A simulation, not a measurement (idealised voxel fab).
This section sets out a process module, namely voxel self aligned vias.
Section shown: cut. Width: 260 nm. Cell size: 5 nm, square.
Think of the cross-section as a grid of square cells. We describe it in bands, top to bottom, and each band covers one or more rows of those cells. The entry gives the band's vertical extent as a top height and a bottom height in nm, then its horizontal make-up as materials from left to right, each with a width in nm. "empty" stands for empty space; a single material marked "throughout" fills the band edge to edge. All heights in this document are referenced to 0, defined as the level beneath which the wafer, as received, consists entirely of one material. The lowest band is not bounded below; it extends indefinitely downward and is written in the form "0 and below". Think of "30 to 40" as a width that walks from the first number to the second as you go down the band, top row to bottom row, taking equal-sized steps from row to row. Key: "everything unchanged" - step with no changed cell in the cross-section. The entry "Enclosed voids" lists the empty spaces that cover at least 8 cells and have no open path to the top. Each is written as width x height at distance, where the distance is measured from the left edge and all three values are in nm. What comes after the settings on a step's line is commentary from the simulator itself on that step. What "overlay nm" on a step's line means: if the step has a mask, that mask lay this far to the right of its planned place, or, when the value is negative, to the left. Structure of the following material. The material consists of pairs of cross-sections. Each pair comprises the cross-section before one process step and the cross-section after that step, the latter shown only down to the lowest band that changed. The step between the cross-sections is specified beneath each pair, including its settings. Pairs are not necessarily consecutive: they may derive from different runs of this module performed on the same starting wafer. Continuity with the pair above is to be assumed only where the entry headed "Pre-processing view" of the pair in question states it.
[Pre-processing view]
    55 down to 50: Ru throughout
    50 down to 45: TiN 60 nm / Ru 10 nm / TiN 45 nm / Ru 10 nm / TiN 45 nm / Ru 10 nm / TiN 80 nm
    45 down to 20: SiO2 55 nm / TiN 5 nm / Ru 10 nm / TiN 5 nm / SiO2 35 nm / TiN 5 nm / Ru 10 nm / TiN 5 nm / SiO2 35 nm / TiN 5 nm / Ru 10 nm / TiN 5 nm / SiO2 75 nm
    20 down to 15: SiO2 55 nm / TiN 20 nm / SiO2 35 nm / TiN 20 nm / SiO2 35 nm / TiN 20 nm / SiO2 75 nm
    15 down to 10: SiCN throughout
    10 down to 0: SiO2 throughout
    0 and below: Si throughout
    Enclosed voids: none
[Cut View, Post-Step]
    45 down to 20: SiO2 55 nm / TiN 5 nm / Ru 10 nm / TiN 5 nm / SiO2 35 nm / TiN 5 nm / Ru 10 nm / TiN 5 nm / SiO2 35 nm / TiN 5 nm / Ru 10 nm / TiN 5 nm / SiO2 75 nm
    Lower than 20, everything is as it was.
    Enclosed voids: none
Step, pre vs post cross-sections above: CMP, height nm 45
Pre-processing view: after-state, pair directly above.
[Cut View, Post-Step]
    45 down to 40: SiO2 55 nm / empty 20 nm / SiO2 35 nm / empty 20 nm / SiO2 35 nm / empty 20 nm / SiO2 75 nm
    Lower than 40, everything is as it was.
    Enclosed voids: none
Step, pre vs post cross-sections above: SELECTIVE_ETCH, etch materials W Ru TiN, depth nm 5
Pre-processing view: after-state, pair directly above.
[Cut View, Post-Step]
    50 down to 45: SiN throughout
    45 down to 40: SiO2 55 nm / SiN 20 nm / SiO2 35 nm / SiN 20 nm / SiO2 35 nm / SiN 20 nm / SiO2 75 nm
    Lower than 40, everything is as it was.
    Enclosed voids: none
Step, pre vs post cross-sections above: FILL_DEP, material SiN, thk nm 5
Pre-processing view: after-state, pair directly above.
[Cut View, Post-Step]
    45 down to 40: SiO2 55 nm / SiN 20 nm / SiO2 35 nm / SiN 20 nm / SiO2 35 nm / SiN 20 nm / SiO2 75 nm
    Lower than 40, everything is as it was.
    Enclosed voids: none
Step, pre vs post cross-sections above: CMP, height nm 45
Pre-processing view: after-state, pair directly above.
[Cut View, Post-Step]
    60 down to 45: SiO2 throughout
    Lower than 45, everything is as it was.
    Enclosed voids: none
Step, pre vs post cross-sections above: DIRECTIONAL_DEP, material SiO2, thk nm 15
Pre-processing view: after-state, pair directly above.
[Cut View, Post-Step]
    60 down to 45: SiO2 60 nm / empty 30 nm / SiO2 25 nm / empty 30 nm / SiO2 25 nm / empty 30 nm / SiO2 60 nm
    Lower than 45, everything is as it was.
    Enclosed voids: none
Step, pre vs post cross-sections above: MASKED_ETCH, tone open, mask id VIAS, width nm 30, pitch nm 55, etch materials SiO2, depth nm 15, overlay nm 0
Pre-processing view: after-state, pair directly above.
[Cut View, Post-Step]
    60 down to 45: SiO2 60 nm / empty 30 nm / SiO2 25 nm / empty 30 nm / SiO2 25 nm / empty 30 nm / SiO2 60 nm
    45 down to 40: SiO2 55 nm / SiN 5 nm / empty 15 nm / SiO2 35 nm / SiN 5 nm / empty 15 nm / SiO2 35 nm / SiN 5 nm / empty 15 nm / SiO2 75 nm
    Lower than 40, everything is as it was.
    Enclosed voids: none
Step, pre vs post cross-sections above: MASKED_ETCH, tone open, mask id VIAS, width nm 30, pitch nm 55, etch materials SiN, depth nm 5, overlay nm 0
Pre-processing view: after-state, pair directly above.
[Cut View, Post-Step]
    65 down to 60: TiN 65 nm / empty 20 nm / TiN 35 nm / empty 20 nm / TiN 35 nm / empty 20 nm / TiN 65 nm
    60 down to 50: SiO2 60 nm / TiN 5 nm / empty 20 nm / TiN 5 nm / SiO2 25 nm / TiN 5 nm / empty 20 nm / TiN 5 nm / SiO2 25 nm / TiN 5 nm / empty 20 nm / TiN 5 nm / SiO2 60 nm
    50 down to 45: SiO2 60 nm / TiN 5 nm / empty 5 nm / TiN 20 nm / SiO2 25 nm / TiN 5 nm / empty 5 nm / TiN 20 nm / SiO2 25 nm / TiN 5 nm / empty 5 nm / TiN 20 nm / SiO2 60 nm
    45 down to 40: SiO2 55 nm / SiN 5 nm / TiN 15 nm / SiO2 35 nm / SiN 5 nm / TiN 15 nm / SiO2 35 nm / SiN 5 nm / TiN 15 nm / SiO2 75 nm
    Lower than 40, everything is as it was.
    Enclosed voids: none
Step, pre vs post cross-sections above: CONFORMAL_DEP, material TiN, thk nm 5
Pre-processing view: after-state, pair directly above.
[Cut View, Post-Step]
    75 down to 65: Cu throughout
    65 down to 60: TiN 65 nm / Cu 20 nm / TiN 35 nm / Cu 20 nm / TiN 35 nm / Cu 20 nm / TiN 65 nm
    60 down to 50: SiO2 60 nm / TiN 5 nm / Cu 20 nm / TiN 5 nm / SiO2 25 nm / TiN 5 nm / Cu 20 nm / TiN 5 nm / SiO2 25 nm / TiN 5 nm / Cu 20 nm / TiN 5 nm / SiO2 60 nm
    50 down to 45: SiO2 60 nm / TiN 5 nm / Cu 5 nm / TiN 20 nm / SiO2 25 nm / TiN 5 nm / Cu 5 nm / TiN 20 nm / SiO2 25 nm / TiN 5 nm / Cu 5 nm / TiN 20 nm / SiO2 60 nm
    Lower than 45, everything is as it was.
    Enclosed voids: none
Step, pre vs post cross-sections above: FILL_DEP, material Cu, thk nm 10
Pre-processing view: after-state, pair directly above.
[Cut View, Post-Step]
    60 down to 50: SiO2 60 nm / TiN 5 nm / Cu 20 nm / TiN 5 nm / SiO2 25 nm / TiN 5 nm / Cu 20 nm / TiN 5 nm / SiO2 25 nm / TiN 5 nm / Cu 20 nm / TiN 5 nm / SiO2 60 nm
    Lower than 50, everything is as it was.
    Enclosed voids: none
Step, pre vs post cross-sections above: CMP, height nm 60
Pre-processing view: after-state, pair directly above.
[Cut View, Post-Step]
    65 down to 60: SiN throughout
    Lower than 60, everything is as it was.
    Enclosed voids: none
Step, pre vs post cross-sections above: CONFORMAL_DEP, material SiN, thk nm 5
[Pre-processing view]
    50 down to 45: TiN 70 nm / empty 10 nm / TiN 45 nm / empty 10 nm / TiN 45 nm / empty 10 nm / TiN 70 nm
    45 down to 20: SiO2 65 nm / TiN 5 nm / empty 10 nm / TiN 5 nm / SiO2 35 nm / TiN 5 nm / empty 10 nm / TiN 5 nm / SiO2 35 nm / TiN 5 nm / empty 10 nm / TiN 5 nm / SiO2 65 nm
    20 down to 15: SiO2 65 nm / TiN 20 nm / SiO2 35 nm / TiN 20 nm / SiO2 35 nm / TiN 20 nm / SiO2 65 nm
    15 down to 10: SiCN throughout
    10 down to 0: SiO2 throughout
    0 and below: Si throughout
    Enclosed voids: none
[Cut View, Post-Step]
    55 down to 50: W throughout
    50 down to 45: TiN 70 nm / W 10 nm / TiN 45 nm / W 10 nm / TiN 45 nm / W 10 nm / TiN 70 nm
    45 down to 20: SiO2 65 nm / TiN 5 nm / W 10 nm / TiN 5 nm / SiO2 35 nm / TiN 5 nm / W 10 nm / TiN 5 nm / SiO2 35 nm / TiN 5 nm / W 10 nm / TiN 5 nm / SiO2 65 nm
    Lower than 20, everything is as it was.
    Enclosed voids: none
Step, pre vs post cross-sections above: FILL_DEP, material W, thk nm 5
Pre-processing view: after-state, pair directly above.
[Cut View, Post-Step]
    45 down to 20: SiO2 65 nm / TiN 5 nm / W 10 nm / TiN 5 nm / SiO2 35 nm / TiN 5 nm / W 10 nm / TiN 5 nm / SiO2 35 nm / TiN 5 nm / W 10 nm / TiN 5 nm / SiO2 65 nm
    Lower than 20, everything is as it was.
    Enclosed voids: none
Step, pre vs post cross-sections above: CMP, height nm 45
Pre-processing view: after-state, pair directly above.
[Cut View, Post-Step]
    45 down to 40: SiO2 65 nm / empty 20 nm / SiO2 35 nm / empty 20 nm / SiO2 35 nm / empty 20 nm / SiO2 65 nm
    Lower than 40, everything is as it was.
    Enclosed voids: none
Step, pre vs post cross-sections above: SELECTIVE_ETCH, etch materials W Ru TiN, depth nm 5
Pre-processing view: after-state, pair directly above.
[Cut View, Post-Step]
    50 down to 45: SiN throughout
    45 down to 40: SiO2 65 nm / SiN 20 nm / SiO2 35 nm / SiN 20 nm / SiO2 35 nm / SiN 20 nm / SiO2 65 nm
    Lower than 40, everything is as it was.
    Enclosed voids: none
Step, pre vs post cross-sections above: FILL_DEP, material SiN, thk nm 5
Pre-processing view: after-state, pair directly above.
[Cut View, Post-Step]
    45 down to 40: SiO2 65 nm / SiN 20 nm / SiO2 35 nm / SiN 20 nm / SiO2 35 nm / SiN 20 nm / SiO2 65 nm
    Lower than 40, everything is as it was.
    Enclosed voids: none
Step, pre vs post cross-sections above: CMP, height nm 45
Pre-processing view: after-state, pair directly above.
[Cut View, Post-Step]
    60 down to 45: SiO2 throughout
    Lower than 45, everything is as it was.
    Enclosed voids: none
Step, pre vs post cross-sections above: DIRECTIONAL_DEP, material SiO2, thk nm 15
Pre-processing view: after-state, pair directly above.
[Cut View, Post-Step]
    60 down to 45: SiO2 60 nm / empty 30 nm / SiO2 25 nm / empty 30 nm / SiO2 25 nm / empty 30 nm / SiO2 60 nm
    Lower than 45, everything is as it was.
    Enclosed voids: none
Step, pre vs post cross-sections above: MASKED_ETCH, tone open, mask id VIAS, width nm 30, pitch nm 55, etch materials SiO2, depth nm 15, overlay nm 0
Pre-processing view: after-state, pair directly above.
[Cut View, Post-Step]
    60 down to 45: SiO2 60 nm / empty 30 nm / SiO2 25 nm / empty 30 nm / SiO2 25 nm / empty 30 nm / SiO2 60 nm
    45 down to 40: SiO2 65 nm / empty 20 nm / SiO2 35 nm / empty 20 nm / SiO2 35 nm / empty 20 nm / SiO2 65 nm
    Lower than 40, everything is as it was.
    Enclosed voids: none
Step, pre vs post cross-sections above: MASKED_ETCH, tone open, mask id VIAS, width nm 30, pitch nm 55, etch materials SiN, depth nm 5, overlay nm 0
Pre-processing view: after-state, pair directly above.
[Cut View, Post-Step]
    65 down to 60: TiN 65 nm / empty 20 nm / TiN 35 nm / empty 20 nm / TiN 35 nm / empty 20 nm / TiN 65 nm
    60 down to 50: SiO2 60 nm / TiN 5 nm / empty 20 nm / TiN 5 nm / SiO2 25 nm / TiN 5 nm / empty 20 nm / TiN 5 nm / SiO2 25 nm / TiN 5 nm / empty 20 nm / TiN 5 nm / SiO2 60 nm
    50 down to 45: SiO2 60 nm / TiN 10 nm / empty 10 nm / TiN 10 nm / SiO2 25 nm / TiN 10 nm / empty 10 nm / TiN 10 nm / SiO2 25 nm / TiN 10 nm / empty 10 nm / TiN 10 nm / SiO2 60 nm
    45 down to 40: SiO2 65 nm / TiN 20 nm / SiO2 35 nm / TiN 20 nm / SiO2 35 nm / TiN 20 nm / SiO2 65 nm
    Lower than 40, everything is as it was.
    Enclosed voids: none
Step, pre vs post cross-sections above: CONFORMAL_DEP, material TiN, thk nm 5
Pre-processing view: after-state, pair directly above.
[Cut View, Post-Step]
    75 down to 65: Cu throughout
    65 down to 60: TiN 65 nm / Cu 20 nm / TiN 35 nm / Cu 20 nm / TiN 35 nm / Cu 20 nm / TiN 65 nm
    60 down to 50: SiO2 60 nm / TiN 5 nm / Cu 20 nm / TiN 5 nm / SiO2 25 nm / TiN 5 nm / Cu 20 nm / TiN 5 nm / SiO2 25 nm / TiN 5 nm / Cu 20 nm / TiN 5 nm / SiO2 60 nm
    50 down to 45: SiO2 60 nm / TiN 10 nm / Cu 10 nm / TiN 10 nm / SiO2 25 nm / TiN 10 nm / Cu 10 nm / TiN 10 nm / SiO2 25 nm / TiN 10 nm / Cu 10 nm / TiN 10 nm / SiO2 60 nm
    Lower than 45, everything is as it was.
    Enclosed voids: none
Step, pre vs post cross-sections above: FILL_DEP, material Cu, thk nm 10
Pre-processing view: after-state, pair directly above.
[Cut View, Post-Step]
    60 down to 50: SiO2 60 nm / TiN 5 nm / Cu 20 nm / TiN 5 nm / SiO2 25 nm / TiN 5 nm / Cu 20 nm / TiN 5 nm / SiO2 25 nm / TiN 5 nm / Cu 20 nm / TiN 5 nm / SiO2 60 nm
    Lower than 50, everything is as it was.
    Enclosed voids: none
Step, pre vs post cross-sections above: CMP, height nm 60
Pre-processing view: after-state, pair directly above.
[Cut View, Post-Step]
    65 down to 60: SiN throughout
    Lower than 60, everything is as it was.
    Enclosed voids: none
Step, pre vs post cross-sections above: CONFORMAL_DEP, material SiN, thk nm 5
[Pre-processing view]
    45 down to 15: SiO2 throughout
    15 down to 10: SiCN throughout
    10 down to 0: SiO2 throughout
    0 and below: Si throughout
    Enclosed voids: none
[Cut View, Post-Step]
    45 down to 15: empty 65 nm / SiO2 20 nm / empty 35 nm / SiO2 20 nm / empty 35 nm / SiO2 20 nm / empty 65 nm
    Lower than 15, everything is as it was.
    Enclosed voids: none
Step, pre vs post cross-sections above: MASKED_ETCH, tone cover, mask id LINES, width nm 20, pitch nm 55, etch materials SiO2, depth nm 30, overlay nm 0
Pre-processing view: after-state, pair directly above.
[Cut View, Post-Step]
    50 down to 45: empty 60 nm / TiN 30 nm / empty 25 nm / TiN 30 nm / empty 25 nm / TiN 30 nm / empty 60 nm
    45 down to 20: empty 60 nm / TiN 5 nm / SiO2 20 nm / TiN 5 nm / empty 25 nm / TiN 5 nm / SiO2 20 nm / TiN 5 nm / empty 25 nm / TiN 5 nm / SiO2 20 nm / TiN 5 nm / empty 60 nm
    20 down to 15: TiN 65 nm / SiO2 20 nm / TiN 35 nm / SiO2 20 nm / TiN 35 nm / SiO2 20 nm / TiN 65 nm
    Lower than 15, everything is as it was.
    Enclosed voids: none
Step, pre vs post cross-sections above: CONFORMAL_DEP, material TiN, thk nm 5
Pre-processing view: after-state, pair directly above.
[Cut View, Post-Step]
    55 down to 50: Ru throughout
    50 down to 45: Ru 60 nm / TiN 30 nm / Ru 25 nm / TiN 30 nm / Ru 25 nm / TiN 30 nm / Ru 60 nm
    45 down to 20: Ru 60 nm / TiN 5 nm / SiO2 20 nm / TiN 5 nm / Ru 25 nm / TiN 5 nm / SiO2 20 nm / TiN 5 nm / Ru 25 nm / TiN 5 nm / SiO2 20 nm / TiN 5 nm / Ru 60 nm
    Lower than 20, everything is as it was.
    Enclosed voids: none
Step, pre vs post cross-sections above: FILL_DEP, material Ru, thk nm 5
Pre-processing view: after-state, pair directly above.
[Cut View, Post-Step]
    45 down to 20: Ru 60 nm / TiN 5 nm / SiO2 20 nm / TiN 5 nm / Ru 25 nm / TiN 5 nm / SiO2 20 nm / TiN 5 nm / Ru 25 nm / TiN 5 nm / SiO2 20 nm / TiN 5 nm / Ru 60 nm
    Lower than 20, everything is as it was.
    Enclosed voids: none
Step, pre vs post cross-sections above: CMP, height nm 45
Pre-processing view: after-state, pair directly above.
[Cut View, Post-Step]
    45 down to 40: empty 65 nm / SiO2 20 nm / empty 35 nm / SiO2 20 nm / empty 35 nm / SiO2 20 nm / empty 65 nm
    Lower than 40, everything is as it was.
    Enclosed voids: none
Step, pre vs post cross-sections above: SELECTIVE_ETCH, etch materials W Ru TiN, depth nm 5
Pre-processing view: after-state, pair directly above.
[Cut View, Post-Step]
    50 down to 45: SiN throughout
    45 down to 40: SiN 65 nm / SiO2 20 nm / SiN 35 nm / SiO2 20 nm / SiN 35 nm / SiO2 20 nm / SiN 65 nm
    Lower than 40, everything is as it was.
    Enclosed voids: none
Step, pre vs post cross-sections above: FILL_DEP, material SiN, thk nm 5
Pre-processing view: after-state, pair directly above.
[Cut View, Post-Step]
    45 down to 40: SiN 65 nm / SiO2 20 nm / SiN 35 nm / SiO2 20 nm / SiN 35 nm / SiO2 20 nm / SiN 65 nm
    Lower than 40, everything is as it was.
    Enclosed voids: none
Step, pre vs post cross-sections above: CMP, height nm 45
Pre-processing view: after-state, pair directly above.
[Cut View, Post-Step]
    60 down to 45: SiO2 throughout
    Lower than 45, everything is as it was.
    Enclosed voids: none
Step, pre vs post cross-sections above: DIRECTIONAL_DEP, material SiO2, thk nm 15
Pre-processing view: after-state, pair directly above.
[Cut View, Post-Step]
    60 down to 45: SiO2 60 nm / empty 30 nm / SiO2 25 nm / empty 30 nm / SiO2 25 nm / empty 30 nm / SiO2 60 nm
    Lower than 45, everything is as it was.
    Enclosed voids: none
Step, pre vs post cross-sections above: MASKED_ETCH, tone open, mask id VIAS, width nm 30, pitch nm 55, etch materials SiO2, depth nm 15, overlay nm 0
Pre-processing view: after-state, pair directly above.
[Cut View, Post-Step]
    60 down to 45: SiO2 60 nm / empty 30 nm / SiO2 25 nm / empty 30 nm / SiO2 25 nm / empty 30 nm / SiO2 60 nm
    45 down to 40: SiN 60 nm / empty 5 nm / SiO2 20 nm / empty 5 nm / SiN 25 nm / empty 5 nm / SiO2 20 nm / empty 5 nm / SiN 25 nm / empty 5 nm / SiO2 20 nm / empty 5 nm / SiN 60 nm
    Lower than 40, everything is as it was.
    Enclosed voids: none
Step, pre vs post cross-sections above: MASKED_ETCH, tone open, mask id VIAS, width nm 30, pitch nm 55, etch materials SiN, depth nm 5, overlay nm 0
Pre-processing view: after-state, pair directly above.
[Cut View, Post-Step]
    65 down to 60: TiN 65 nm / empty 20 nm / TiN 35 nm / empty 20 nm / TiN 35 nm / empty 20 nm / TiN 65 nm
    60 down to 50: SiO2 60 nm / TiN 5 nm / empty 20 nm / TiN 5 nm / SiO2 25 nm / TiN 5 nm / empty 20 nm / TiN 5 nm / SiO2 25 nm / TiN 5 nm / empty 20 nm / TiN 5 nm / SiO2 60 nm
    50 down to 45: SiO2 60 nm / TiN 30 nm / SiO2 25 nm / TiN 30 nm / SiO2 25 nm / TiN 30 nm / SiO2 60 nm
    45 down to 40: SiN 60 nm / TiN 5 nm / SiO2 20 nm / TiN 5 nm / SiN 25 nm / TiN 5 nm / SiO2 20 nm / TiN 5 nm / SiN 25 nm / TiN 5 nm / SiO2 20 nm / TiN 5 nm / SiN 60 nm
    Lower than 40, everything is as it was.
    Enclosed voids: none
Step, pre vs post cross-sections above: CONFORMAL_DEP, material TiN, thk nm 5
Pre-processing view: after-state, pair directly above.
[Cut View, Post-Step]
    75 down to 65: Cu throughout
    65 down to 60: TiN 65 nm / Cu 20 nm / TiN 35 nm / Cu 20 nm / TiN 35 nm / Cu 20 nm / TiN 65 nm
    60 down to 50: SiO2 60 nm / TiN 5 nm / Cu 20 nm / TiN 5 nm / SiO2 25 nm / TiN 5 nm / Cu 20 nm / TiN 5 nm / SiO2 25 nm / TiN 5 nm / Cu 20 nm / TiN 5 nm / SiO2 60 nm
    Lower than 50, everything is as it was.
    Enclosed voids: none
Step, pre vs post cross-sections above: FILL_DEP, material Cu, thk nm 10
Pre-processing view: after-state, pair directly above.
[Cut View, Post-Step]
    60 down to 50: SiO2 60 nm / TiN 5 nm / Cu 20 nm / TiN 5 nm / SiO2 25 nm / TiN 5 nm / Cu 20 nm / TiN 5 nm / SiO2 25 nm / TiN 5 nm / Cu 20 nm / TiN 5 nm / SiO2 60 nm
    Lower than 50, everything is as it was.
    Enclosed voids: none
Step, pre vs post cross-sections above: CMP, height nm 60
Pre-processing view: after-state, pair directly above.
[Cut View, Post-Step]
    65 down to 60: SiN throughout
    Lower than 60, everything is as it was.
    Enclosed voids: none
Step, pre vs post cross-sections above: CONFORMAL_DEP, material SiN, thk nm 5
